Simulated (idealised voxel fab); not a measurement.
process module | voxel wiring stack
cross-section cut | 230 nm wide | cells 5 nm
A cross-section is a grid of square cells, given in bands from the top down. A band is one or more rows of cells.
Each band's line starts with the height of the band's top and of its bottom, in nm. Then come its materials from left to right, each with its width in nm. One material with "throughout" fills the band from edge to edge. "air" is empty space.
Height 0 is the level under which the wafer as received is all one material. The lowest band goes on downwards, as in "0 down".
A width such as "30 to 40" changes by the same amount from each row of cells to the next, from the band's top row to its bottom row.
"no change" after a step means that no cell of the cross-section changed.
closed voids: empty space of 8 cells or more with no open way to the top, each as width x height at its distance from the left edge, in nm
after a step's settings: what the simulator itself notes on the step
overlay nm, on a step with a mask: how far to the right of its planned place the mask lay; to the left if negative
plan
1 op RECEIVE | material Si
2 op CONFORMAL_DEP | material SiO2 | thk nm 10
3 op DIRECTIONAL_DEP | material TiN | thk nm 5
4 op DIRECTIONAL_DEP | material Ru | thk nm 25
5 op MASKED_ETCH | tone cover | mask id METAL_1 | width nm 25 | pitch nm 40 | etch materials Ru | depth nm 25 | overlay nm 0
6 op MASKED_ETCH | tone cover | mask id METAL_1 | width nm 25 | pitch nm 40 | etch materials TiN | depth nm 5 | overlay nm 0
7 op CONFORMAL_DEP | material SiN | thk nm 5
8 op FILL_DEP | material lowk | thk nm 10
9 op CMP | height nm 40
10 op CONFORMAL_DEP | material SiCN | thk nm 5
11 op DIRECTIONAL_DEP | material SiO2 | thk nm 15
12 op DIRECTIONAL_DEP | material aC | thk nm 15
13 op PATTERN | tone open | mask id PLUG_1 | material resist | width nm 15 | pitch nm 80 | thk nm 35 | overlay nm 0
14 op DIRECTIONAL_ETCH | etch materials aC | depth nm 15
15 op STRIP | etch materials resist
16 op DIRECTIONAL_ETCH | etch materials SiO2 | depth nm 15
17 op DIRECTIONAL_ETCH | etch materials SiCN | depth nm 5
18 op STRIP | etch materials aC
19 op CONFORMAL_DEP | material TiN | thk nm 5
20 op FILL_DEP | material Ru | thk nm 5
21 op CMP | height nm 60
22 op DIRECTIONAL_DEP | material TiN | thk nm 5
23 op DIRECTIONAL_DEP | material Ru | thk nm 20
24 op MASKED_ETCH | tone cover | mask id METAL_2 | width nm 25 | pitch nm 40 | etch materials Ru | depth nm 20 | overlay nm 0
25 op MASKED_ETCH | tone cover | mask id METAL_2 | width nm 25 | pitch nm 40 | etch materials TiN | depth nm 5 | overlay nm 0
26 op CONFORMAL_DEP | material SiN | thk nm 5
27 op FILL_DEP | material lowk | thk nm 10
28 op CMP | height nm 85
29 op CONFORMAL_DEP | material SiCN | thk nm 5
as received, after step 1
  0 down: Si throughout
  closed voids: none
a wafer at the end: this start, this plan, one mistake
  105 to 100: SiCN throughout
  100 to 90: lowk throughout
  90 to 85: lowk 35 | SiN 35 | lowk 5 | SiN 35 | lowk 5 | SiN 35 | lowk 5 | SiN 35 | lowk 40
  85 to 65: lowk 35 | SiN 5 | Ru 25 | SiN 5 | lowk 5 | SiN 5 | Ru 25 | SiN 5 | lowk 5 | SiN 5 | Ru 25 | SiN 5 | lowk 5 | SiN 5 | Ru 25 | SiN 5 | lowk 40
  65 to 60: SiN 40 | TiN 25 | SiN 15 | TiN 25 | SiN 15 | TiN 25 | SiN 15 | TiN 25 | SiN 45
  60 to 45: SiO2 40 | TiN 5 | Ru 5 | TiN 5 | SiO2 65 | TiN 5 | Ru 5 | TiN 5 | SiO2 95
  45 to 40: SiCN 40 | TiN 15 | SiCN 65 | TiN 15 | SiCN 95
  40 to 15: lowk 35 | SiN 5 | Ru 25 | SiN 5 | lowk 5 | SiN 5 | Ru 25 | SiN 5 | lowk 5 | SiN 5 | Ru 25 | SiN 5 | lowk 5 | SiN 5 | Ru 25 | SiN 5 | lowk 40
  15 to 10: SiN 40 | TiN 25 | SiN 15 | TiN 25 | SiN 15 | TiN 25 | SiN 15 | TiN 25 | SiN 45
  10 to 0: SiO2 throughout
  0 down: Si throughout
  closed voids: none
what went wrong: step 28 was left out
